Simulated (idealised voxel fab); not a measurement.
The process module that follows is named voxel released beams.
In the cross-section labelled cut, the width is 220 nm and each square cell is 5 nm.
A cross-section in this document is a grid of square cells, and it is written down as bands, the top band listed before the ones below it; a band is made up of one or more rows of cells. Top, bottom (nm), then materials left to right with widths (nm); lone material tagged "full width" fills the whole band edge to edge; "air" = empty space. The level at which height equals 0 is the one under which the wafer, as it arrives, is entirely one material. No lower edge exists for the bottom band, which continues downward and is notated as in "from 0 down". Quick explanation for "30 to 40": the width changes in equal steps down the rows of cells, from the first number in the band's top row to the second number in its bottom row. "nothing different" for a step: no cell of the cross-section changed in that step. Empty spaces without an open route to the top, at least 8 cells in extent, make up the entry "Closed void inventory"; each is given as width x height at distance, where the distance is measured from the left edge, and all are in nm. It should be noted that, on the line of a given step, the content following the step's settings is a remark produced by the simulator itself with respect to that step. What "overlay nm" on a step's line means: if the step has a mask, that mask lay this far to the right of its planned place, or, when the value is negative, to the left.
SET OUT BELOW ARE THE PLANNED STEPS OF THE PROCESS
| 1 | RECEIVE | material Si |
| 2 | CONFORMAL_DEP | material Al2O3 | thk nm 10 |
| 3 | DIRECTIONAL_DEP | material SiO2 | thk nm 10 |
| 4 | DIRECTIONAL_DEP | material aC | thk nm 15 |
| 5 | PATTERN | tone open | mask id ANCHOR | material resist | width nm 35 | thk nm 30 | overlay nm 0 |
| 6 | DIRECTIONAL_ETCH | etch materials aC | depth nm 15 |
| 7 | STRIP | etch materials resist |
| 8 | DIRECTIONAL_ETCH | etch materials SiO2 | depth nm 10 |
| 9 | STRIP | etch materials aC |
| 10 | CONFORMAL_DEP | material W | thk nm 10 |
| 11 | MASKED_ETCH | tone cover | mask id BEAM | width nm 100 | etch materials W | depth nm 10 | overlay nm 0 |
| 12 | STRIP | etch materials SiO2 |
The wafers are alike at the start. At step 11, their width nm differs. The plan lists the first wafer's value.
THE FIRST OF SEVERAL WAFERS IN CROSS-SECTION, EXACTLY AS IT REACHED US AFTER STEP 1
from 0 down  Si full width
Closed void inventory: none
EVERY ROW IN THIS TABLE IS A WAFER AT THE END OF THE MODULE, AND IT GIVES, FOR EACH OF THE MATERIALS, THE CELLS THAT WAFER HAS GAINED (+) OR LOST (-) SINCE IT WAS RECEIVED, THEN ITS CLOSED VOIDS
width nm 100; +88 Al2O3; +48 W; Closed void inventory: none
width nm 105; +88 Al2O3; +50 W; Closed void inventory: none
width nm 110; +88 Al2O3; +52 W; Closed void inventory: none
width nm 115; +88 Al2O3; +54 W; Closed void inventory: none
width nm 120; +88 Al2O3; +56 W; Closed void inventory: none
width nm 125; +88 Al2O3; +58 W; Closed void inventory: none
